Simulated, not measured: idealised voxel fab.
Proc. module: voxel released beams
Displayed cross-section: cut, width of 250 nm, square cells sized 5 nm.
When this document writes out a cross-section, it uses a grid of square cells and lists it as bands, beginning at the top and moving down, with a band standing for one or more rows of cells.
Band: top height; bottom height; in nm. Then, left to right: material with width in nm, for each material. "all across": a single material spanning edge to edge. "empty": empty space.
Height 0 is the level under which the wafer as received is all one material. The lowest band goes on downwards, as in "0 -> down".
It should be noted that a width expressed as "30..40" varies in equal increments from row to row of cells within the band, taking the value of the first number at the top row and that of the second number at the bottom row.
The cross-section has no changed cell in any step marked "all unchanged".
You'll see "Unvented internal voids" listing empty spaces that have no way open to the top, as long as they're 8 cells or more; the notation is width x height at distance, where the distance is from the left edge, and all of it is in nm.
Note: text after step settings on the step line = simulator remark on that step.
overlay nm: mask right of planned place by this much (step with mask). Neg. = left.

# Process steps - plan
1 RECEIVE [material Si]
2 CONFORMAL_DEP [material Al2O3] [thk nm 5]
3 DIRECTIONAL_DEP [material SiO2] [thk nm 20]
4 PATTERN [tone open] [mask id ANCHOR] [material resist] [width nm 45] [thk nm 15] [overlay nm 0]
5 DIRECTIONAL_ETCH [etch materials SiO2] [depth nm 20]
6 STRIP [etch materials resist]
7 CONFORMAL_DEP [material SiN] [thk nm 15]
8 DIRECTIONAL_DEP [material aC] [thk nm 10]
9 PATTERN [tone cover] [mask id BEAM] [material resist] [width nm 105] [thk nm 30] [overlay nm 0]
10 DIRECTIONAL_ETCH [etch materials aC] [depth nm 10]
11 STRIP [etch materials resist]
12 DIRECTIONAL_ETCH [etch materials SiN] [depth nm 15]
13 STRIP [etch materials aC]
14 STRIP [etch materials SiO2]

# Cross-section of the wafer upon arrival, representing the state reached after step 1
	0 -> down = Si all across
	Unvented internal voids: none

# Run as planned - first of the two wafers cross-sectioned at the end of the module
	40 -> 25 = 70 empty, then 20 SiN, then 15 empty, then 70 SiN, then 75 empty
	25 -> 20 = 75 empty, then 15 SiN, then 15 empty, then 15 SiN, then 130 empty
	20 -> 5 = 75 empty, then 45 SiN, then 130 empty
	5 -> 0 = Al2O3 all across
	0 -> down = Si all across
	Unvented internal voids: none

# This is the second of the two wafers, cross-sectioned at the end of the module; it started exactly like the first and was given the same plan, but it was run with one mistake
	40 -> 25 = 70 empty, then 65 SiN, then 115 empty
	25 -> 20 = 60 empty, then 15 SiN, then 45 SiO2, then 15 SiN, then 115 empty
	20 -> 5 = 60 empty, then 15 SiN, then 45 SiO2, then 55 SiN, then 75 empty
	5 -> 0 = Al2O3 all across
	0 -> down = Si all across
	Unvented internal voids: none
Finding, execution versus plan: off-plan run, step 4, actual operation and settings PATTERN [tone cover] [mask id ANCHOR] [material resist] [width nm 45] [thk nm 15] [overlay nm 0]
Upon completion, the second wafer contains, in terms of cells, a greater or smaller amount of certain materials than the first wafer: +36 SiO2
